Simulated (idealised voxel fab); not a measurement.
The following is a process module called voxel released beams.
In the cross-section labelled cut, the width is 160 nm and each square cell is 5 nm.
A cross-section is a grid of square cells, given in bands from the top down. A band is one or more rows of cells. Top height, bottom height, nm. Materials left to right, width each, nm. Single material + "all across" = fills band edge to edge. "air" = empty. Convention: height 0 is the level below which the wafer, as received, is all one material. The lowest band does not terminate at the bottom but continues downward, represented as "0..down". When a width is written as two numbers, as in "30 to 40", the first number is the width in the top row of cells of the band and the second is the width in its bottom row, and the width changes by the same amount from each row to the next. Step note "remains unaltered" = no cross-section cell changed. The list in "Cavities, closed" covers empty spaces of 8 cells or more that cannot reach the top through any open way, and it gives each as width x height at distance; the distance is from the left edge, and width, height and distance are in nm. Step line, after settings: the simulator's comment on this step. "overlay nm" answers the question of how far to the right of plan the mask lay on a step that has a mask, and when it is negative the answer is to the left.

**The following list gives the planned process steps**
1. RECEIVE, material Si
2. CONFORMAL_DEP, material Al2O3, thk nm 5
3. DIRECTIONAL_DEP, material SiO2, thk nm 10
4. DIRECTIONAL_DEP, material aC, thk nm 15
5. PATTERN, tone open, mask id ANCHOR, material resist, width nm 25, thk nm 30, overlay nm 0
6. DIRECTIONAL_ETCH, etch materials aC, depth nm 15
7. STRIP, etch materials resist
8. DIRECTIONAL_ETCH, etch materials SiO2, depth nm 10
9. STRIP, etch materials aC
10. CONFORMAL_DEP, material polySi, thk nm 10
11. DIRECTIONAL_DEP, material aC, thk nm 10
12. PATTERN, tone cover, mask id BEAM, material resist, width nm 85, thk nm 25, overlay nm 0
13. DIRECTIONAL_ETCH, etch materials aC, depth nm 10
14. STRIP, etch materials resist
15. DIRECTIONAL_ETCH, etch materials polySi, depth nm 10
16. STRIP, etch materials aC
17. STRIP, etch materials SiO2
Wafers differ in thk nm at step 2; plan lists the first wafer's value; identical starting state.

**First wafer of several, as received: cross-section after step 1**
* 0..down  Si all across
* Cavities, closed: none

**End of the module, past its last step, step 17: how the first of several wafers looks in cross-section**
* 25..15  air 35 nm, polySi 15 nm, air 5 nm, polySi 65 nm, air 40 nm
* 15..5  air 40 nm, polySi 25 nm, air 95 nm
* 5..0  Al2O3 all across
* 0..down  Si all across
* Cavities, closed: none

**Last-wafer cross-section at the end of the module**
* 40..30  air 35 nm, polySi 15 nm, air 5 nm, polySi 65 nm, air 40 nm
* 30..20  air 40 nm, polySi 25 nm, air 95 nm
* 20..0  Al2O3 all across
* 0..down  Si all across
* Cavities, closed: none

**Wafer rows, end of module: cells per material gained (+) or lost (-) since receipt; closed voids last**
thk nm 5; +32 Al2O3; +42 polySi; Cavities, closed: none
thk nm 10; +64 Al2O3; +42 polySi; Cavities, closed: none
thk nm 15; +96 Al2O3; +42 polySi; Cavities, closed: none
thk nm 20; +128 Al2O3; +42 polySi; Cavities, closed: none
